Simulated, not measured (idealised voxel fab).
process module | voxel tone inversion
cross-section cut | 270 nm wide | cells 5 nm
A cross-section is a grid of square cells, given in bands from the top down. A band is one or more rows of cells.
Each band's line starts with the height of the band's top and of its bottom, in nm. Then come its materials from left to right, each with its width in nm. One material with "throughout" fills the band from edge to edge. "air" is empty space.
Height 0 is the level under which the wafer as received is all one material. The lowest band goes on downwards, as in "0 down".
A width such as "30 to 40" changes by the same amount from each row of cells to the next, from the band's top row to its bottom row.
"no change" after a step means that no cell of the cross-section changed.
closed voids: empty space of 8 cells or more with no open way to the top, each as width x height at its distance from the left edge, in nm
after a step's settings: what the simulator itself notes on the step
overlay nm, on a step with a mask: how far to the right of its planned place the mask lay; to the left if negative
plan
1 op RECEIVE | material Si
2 op CONFORMAL_DEP | material SiCN | thk nm 10
3 op DIRECTIONAL_DEP | material polySi | thk nm 15
4 op PATTERN | tone cover | mask id POSTS | material resist | width nm 15 | pitch nm 35 | thk nm 25 | overlay nm 0
5 op DIRECTIONAL_ETCH | etch materials polySi | depth nm 15
6 op STRIP | etch materials resist
7 op FILL_DEP | material lowk | thk nm 10
8 op CMP | height nm 25
9 op STRIP | etch materials polySi
10 op CONFORMAL_DEP | material TiN | thk nm 5
11 op FILL_DEP | material Ru | thk nm 5
12 op CMP | height nm 25
13 op CONFORMAL_DEP | material SiCN | thk nm 5
first wafer, as planned
as received, after step 1
  0 down: Si throughout
  closed voids: none
after step 2
  10 to 0: SiCN throughout
  below 0: unchanged
after step 3
  25 to 10: polySi throughout
  below 10: unchanged
after step 4
  50 to 25: air 90 | resist 15 | air 20 | resist 15 | air 20 | resist 15 | air 95
  below 25: unchanged
after step 5
  50 to 25: air 90 | resist 15 | air 20 | resist 15 | air 20 | resist 15 | air 95
  25 to 10: air 90 | polySi 15 | air 20 | polySi 15 | air 20 | polySi 15 | air 95
  below 10: unchanged
after step 6
  25 to 10: air 90 | polySi 15 | air 20 | polySi 15 | air 20 | polySi 15 | air 95
  below 10: unchanged
after step 7
  35 to 25: lowk throughout
  25 to 10: lowk 90 | polySi 15 | lowk 20 | polySi 15 | lowk 20 | polySi 15 | lowk 95
  below 10: unchanged
after step 8
  25 to 10: lowk 90 | polySi 15 | lowk 20 | polySi 15 | lowk 20 | polySi 15 | lowk 95
  below 10: unchanged
after step 9
  25 to 10: lowk 90 | air 15 | lowk 20 | air 15 | lowk 20 | air 15 | lowk 95
  below 10: unchanged
after step 10
  30 to 25: TiN 95 | air 5 | TiN 30 | air 5 | TiN 30 | air 5 | TiN 100
  25 to 15: lowk 90 | TiN 5 | air 5 | TiN 5 | lowk 20 | TiN 5 | air 5 | TiN 5 | lowk 20 | TiN 5 | air 5 | TiN 5 | lowk 95
  15 to 10: lowk 90 | TiN 15 | lowk 20 | TiN 15 | lowk 20 | TiN 15 | lowk 95
  below 10: unchanged
after step 11
  35 to 30: Ru throughout
  30 to 25: TiN 95 | Ru 5 | TiN 30 | Ru 5 | TiN 30 | Ru 5 | TiN 100
  25 to 15: lowk 90 | TiN 5 | Ru 5 | TiN 5 | lowk 20 | TiN 5 | Ru 5 | TiN 5 | lowk 20 | TiN 5 | Ru 5 | TiN 5 | lowk 95
  below 15: unchanged
after step 12
  25 to 15: lowk 90 | TiN 5 | Ru 5 | TiN 5 | lowk 20 | TiN 5 | Ru 5 | TiN 5 | lowk 20 | TiN 5 | Ru 5 | TiN 5 | lowk 95
  below 15: unchanged
after step 13
  30 to 25: SiCN throughout
  below 25: unchanged
second wafer: like start, like plan, one mistake. Through step 3 it matches the first wafer
when step 4 should have ended
  50 to 25: air 85 | resist 15 | air 20 | resist 15 | air 20 | resist 15 | air 100
  below 25: unchanged
when step 5 should have ended
  50 to 25: air 85 | resist 15 | air 20 | resist 15 | air 20 | resist 15 | air 100
  25 to 10: air 85 | polySi 15 | air 20 | polySi 15 | air 20 | polySi 15 | air 100
  below 10: unchanged
when step 6 should have ended
  25 to 10: air 85 | polySi 15 | air 20 | polySi 15 | air 20 | polySi 15 | air 100
  below 10: unchanged
when step 7 should have ended
  35 to 25: lowk throughout
  25 to 10: lowk 85 | polySi 15 | lowk 20 | polySi 15 | lowk 20 | polySi 15 | lowk 100
  below 10: unchanged
when step 8 should have ended
  25 to 10: lowk 85 | polySi 15 | lowk 20 | polySi 15 | lowk 20 | polySi 15 | lowk 100
  below 10: unchanged
when step 9 should have ended
  25 to 10: lowk 85 | air 15 | lowk 20 | air 15 | lowk 20 | air 15 | lowk 100
  below 10: unchanged
when step 10 should have ended
  30 to 25: TiN 90 | air 5 | TiN 30 | air 5 | TiN 30 | air 5 | TiN 105
  25 to 15: lowk 85 | TiN 5 | air 5 | TiN 5 | lowk 20 | TiN 5 | air 5 | TiN 5 | lowk 20 | TiN 5 | air 5 | TiN 5 | lowk 100
  15 to 10: lowk 85 | TiN 15 | lowk 20 | TiN 15 | lowk 20 | TiN 15 | lowk 100
  below 10: unchanged
when step 11 should have ended
  35 to 30: Ru throughout
  30 to 25: TiN 90 | Ru 5 | TiN 30 | Ru 5 | TiN 30 | Ru 5 | TiN 105
  25 to 15: lowk 85 | TiN 5 | Ru 5 | TiN 5 | lowk 20 | TiN 5 | Ru 5 | TiN 5 | lowk 20 | TiN 5 | Ru 5 | TiN 5 | lowk 100
  below 15: unchanged
when step 12 should have ended
  25 to 15: lowk 85 | TiN 5 | Ru 5 | TiN 5 | lowk 20 | TiN 5 | Ru 5 | TiN 5 | lowk 20 | TiN 5 | Ru 5 | TiN 5 | lowk 100
  below 15: unchanged
when step 13 should have ended
  30 to 25: SiCN throughout
  below 25: unchanged
what went wrong: step 4 ran as: op PATTERN | tone cover | mask id POSTS | material resist | width nm 15 | pitch nm 35 | thk nm 25 | overlay nm -5
at the end the second wafer has, in cells: as many of each material as the first, in other places
